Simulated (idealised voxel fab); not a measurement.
Name of the process module below: voxel fin reveal
Cross-section cut spans 185 nm and uses square cells 5 nm in size.
Notation: cross-section as square-cell grid; stated in bands, top first, going down; one or more cell rows per band. Per band: top height and bottom height in nm, followed by the left-to-right materials and their widths in nm; "full width" marks a single material spanning edge to edge, "blank" marks empty space. Zero point of the height axis is 0; under it, received wafer = one material. Lowest band: continues down indefinitely, "top 0, no bottom". It should be noted that a width expressed as "30->40" varies in equal increments from row to row of cells within the band, taking the value of the first number at the top row and that of the second number at the bottom row. A step reported as "nothing was modified" is a step in which no cell of the cross-section changed. The entry titled "Closed-off voids" provides the empty spaces that have no open way to the top, restricted to those of 8 cells or more. Each is presented as width x height at distance, the distance being measured from the left edge, with all three in nm. Past the settings on a step's line: simulator remark, on that step. "overlay nm" on a masked step: distance the mask lay right of its planned place, negative for left.

PLAN
1. RECEIVE: material Si
2. CONFORMAL_DEP: material SiN, thk nm 10
3. MASKED_ETCH: tone cover, mask id FINS, width nm 15, pitch nm 35, etch materials SiN, depth nm 10, overlay nm 0
4. MASKED_ETCH: tone cover, mask id FINS, width nm 15, pitch nm 35, etch materials Si, depth nm 40, overlay nm -15
5. FILL_DEP: material SiO2, thk nm 5
6. CMP: height nm 10
7. SELECTIVE_ETCH: etch materials SiO2, depth nm 30
8. STRIP: etch materials SiN
9. CONFORMAL_DEP: material HfO2, thk nm 5
Wafer-to-wafer difference: overlay nm, step 4. Common start. Plan = first wafer's value.

CROSS-SECTION, FIRST OF SEVERAL WAFERS, AS DELIVERED AFTER STEP 1
* top 0, no bottom = Si full width
* Closed-off voids: none

GAINED (+) OR LOST (-) CELLS OF EACH MATERIAL SINCE RECEIPT, THEN CLOSED VOIDS: ONE ROW PER WAFER, AT THE END OF THE MODULE
overlay nm -15, +49 HfO2, -200 Si, +100 SiO2, Closed-off voids: none
overlay nm -10, +53 HfO2, -216 Si, +108 SiO2, Closed-off voids: none
overlay nm -5, +53 HfO2, -232 Si, +116 SiO2, Closed-off voids: none
overlay nm 0, +53 HfO2, -248 Si, +124 SiO2, Closed-off voids: none
overlay nm 5, +53 HfO2, -232 Si, +116 SiO2, Closed-off voids: none
overlay nm 10, +53 HfO2, -216 Si, +108 SiO2, Closed-off voids: none
overlay nm 15, +49 HfO2, -200 Si, +100 SiO2, Closed-off voids: none
